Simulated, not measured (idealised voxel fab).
voxel lift off: a process module
Section cut is 205 nm wide and gridded with 5 nm square cells.
A cross-section is a grid of square cells, given in bands from the top down. A band is one or more rows of cells.
The entry gives the band's vertical extent as a top height and a bottom height in nm, then its horizontal make-up as materials from left to right, each with a width in nm. "air" stands for empty space; a single material marked "all across" fills the band edge to edge.
Ref level 0: as-received wafer is one material below here. Bottom band extends down with no lower bound ("0 down").
Width "30..40": first value at the band's top row of cells, second value at its bottom row, equal change from row to row.
When a step is marked "changes: none", none of the cells in the cross-section changed during that step.
"Enclosed cavities" means: voids of 8 cells or more that are shut off from the top with no open way through. Written width x height at distance, distance from the left edge, in nm.
The remark found on a step's line after its settings is issued by the simulator itself and pertains to that step.
A step's line can hold "overlay nm"; with a mask on that step, the setting says how far right of the planned place the mask lay, while a negative setting says it lay to the left.

## Process steps (planned)
- 1: op RECEIVE | material Si
- 2: op CONFORMAL_DEP | material SiN | thk nm 15
- 3: op PATTERN | tone open | mask id LINES | material resist | width nm 15 | pitch nm 40 | thk nm 25 | overlay nm 0
- 4: op DIRECTIONAL_DEP | material Ru | thk nm 15
- 5: op STRIP | etch materials resist
- 6: op CONFORMAL_DEP | material SiN | thk nm 10
The wafers are alike at the start. At step 3, their width nm differs. The plan lists the first wafer's value.

## The first of several wafers as received, shown in cross-section; this is its state after step 1
0 down | Si all across
Enclosed cavities: none

## The first of several wafers, seen in cross-section after the module's last step, step 6
40 to 30 | air 45 nm | SiN 35 nm | air 5 nm | SiN 35 nm | air 5 nm | SiN 35 nm | air 45 nm
30 to 25 | air 45 nm | SiN 10 nm | Ru 15 nm | SiN 10 nm | air 5 nm | SiN 10 nm | Ru 15 nm | SiN 10 nm | air 5 nm | SiN 10 nm | Ru 15 nm | SiN 10 nm | air 45 nm
25 to 15 | SiN 55 nm | Ru 15 nm | SiN 25 nm | Ru 15 nm | SiN 25 nm | Ru 15 nm | SiN 55 nm
15 to 0 | SiN all across
0 down | Si all across
Enclosed cavities: none

## Cross-sectional view, end of module, last wafer of several
40 to 30 | air 40 nm | SiN 125 nm | air 40 nm
30 to 25 | air 40 nm | SiN 10 nm | Ru 25 nm | SiN 15 nm | Ru 25 nm | SiN 15 nm | Ru 25 nm | SiN 10 nm | air 40 nm
25 to 15 | SiN 50 nm | Ru 25 nm | SiN 15 nm | Ru 25 nm | SiN 15 nm | Ru 25 nm | SiN 50 nm
15 to 0 | SiN all across
0 down | Si all across
Enclosed cavities: none

## Table: wafers, a row each; end-of-module cell change per material since receipt, gain (+), loss (-); then closed voids
width nm 15 | +27 Ru | +241 SiN | Enclosed cavities: none
width nm 20 | +36 Ru | +241 SiN | Enclosed cavities: none
width nm 25 | +45 Ru | +235 SiN | Enclosed cavities: none
